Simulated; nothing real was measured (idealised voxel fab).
Process module in this document: voxel spacer lines
The cross-section shown here is cut; it is 225 nm wide and divided into square cells measuring 5 nm on a side.
Format of a cross-section: grid, square cells. Given as bands. Order: top down. Band: one or more rows of cells.
Band entry format. Leading values: height of top, height of bottom, nm. Remainder: materials in left-to-right order, each with its width in nm. Special words: "edge to edge" on a single material, which then fills the band edge to edge; "blank", empty space.
Heights are reckoned from 0. Under this level, the received wafer is all of one material. The bottommost band is open-ended downward, for example "top 0, no bottom".
Width "30->40": first value at the band's top row of cells, second value at its bottom row, equal change from row to row.
You'll sometimes find "same as before" written for a step, and that's the way of saying that nowhere in the cross-section did a cell change during that step.
"Enclosed void listing" means: voids of 8 cells or more that are shut off from the top with no open way through. Written width x height at distance, distance from the left edge, in nm.
Anything after a step's settings on that line? It's the simulator's own note about the step.
The "overlay nm" setting may appear on a step's line; for a step that uses a mask, it gives how far to the right of its planned position the mask lay, and a negative value indicates the left.

Below is the list of planned process steps:
1: RECEIVE [material Si]
2: CONFORMAL_DEP [material Al2O3] [thk nm 10]
3: DIRECTIONAL_DEP [material TiN] [thk nm 15]
4: DIRECTIONAL_DEP [material polySi] [thk nm 20]
5: PATTERN [tone cover] [mask id MANDREL] [material resist] [width nm 25] [pitch nm 80] [thk nm 30] [overlay nm 0]
6: DIRECTIONAL_ETCH [etch materials polySi] [depth nm 20]
7: STRIP [etch materials resist]
8: CONFORMAL_DEP [material SiO2] [thk nm 15]
9: DIRECTIONAL_ETCH [etch materials SiO2] [depth nm 15]
10: STRIP [etch materials polySi]
11: DIRECTIONAL_ETCH [etch materials TiN] [depth nm 15]
12: STRIP [etch materials SiO2]
13: FILL_DEP [material lowk] [thk nm 10]
14: CMP [height nm 25]

Cross-section, incoming material, after step 1:
- top 0, no bottom | Si edge to edge
- Enclosed void listing: none

Run as planned - first of the two wafers cross-sectioned at the end of the module:
- top 25, bottom 10 | lowk 45 nm; TiN 15 nm; lowk 25 nm; TiN 15 nm; lowk 25 nm; TiN 15 nm; lowk 25 nm; TiN 15 nm; lowk 45 nm
- top 10, bottom 0 | Al2O3 edge to edge
- top 0, no bottom | Si edge to edge
- Enclosed void listing: none

End of module, second wafer, cross-section. Started like the first, planned like the first, run with one mistake:
- top 25, bottom 10 | lowk 50 nm; TiN 15 nm; lowk 20 nm; TiN 15 nm; lowk 30 nm; TiN 15 nm; lowk 20 nm; TiN 15 nm; lowk 45 nm
- top 10, bottom 0 | Al2O3 edge to edge
- top 0, no bottom | Si edge to edge
- Enclosed void listing: none
Heads up, the wafer didn't run the way we planned it: note that step 5 departed from the planned setting and was carried out as PATTERN [tone cover] [mask id MANDREL] [material resist] [width nm 20] [pitch nm 80] [thk nm 30] [overlay nm 0]
Comparing end states, the material composition by cell count is preserved from the first wafer to the second, while the locations of the cells are not.
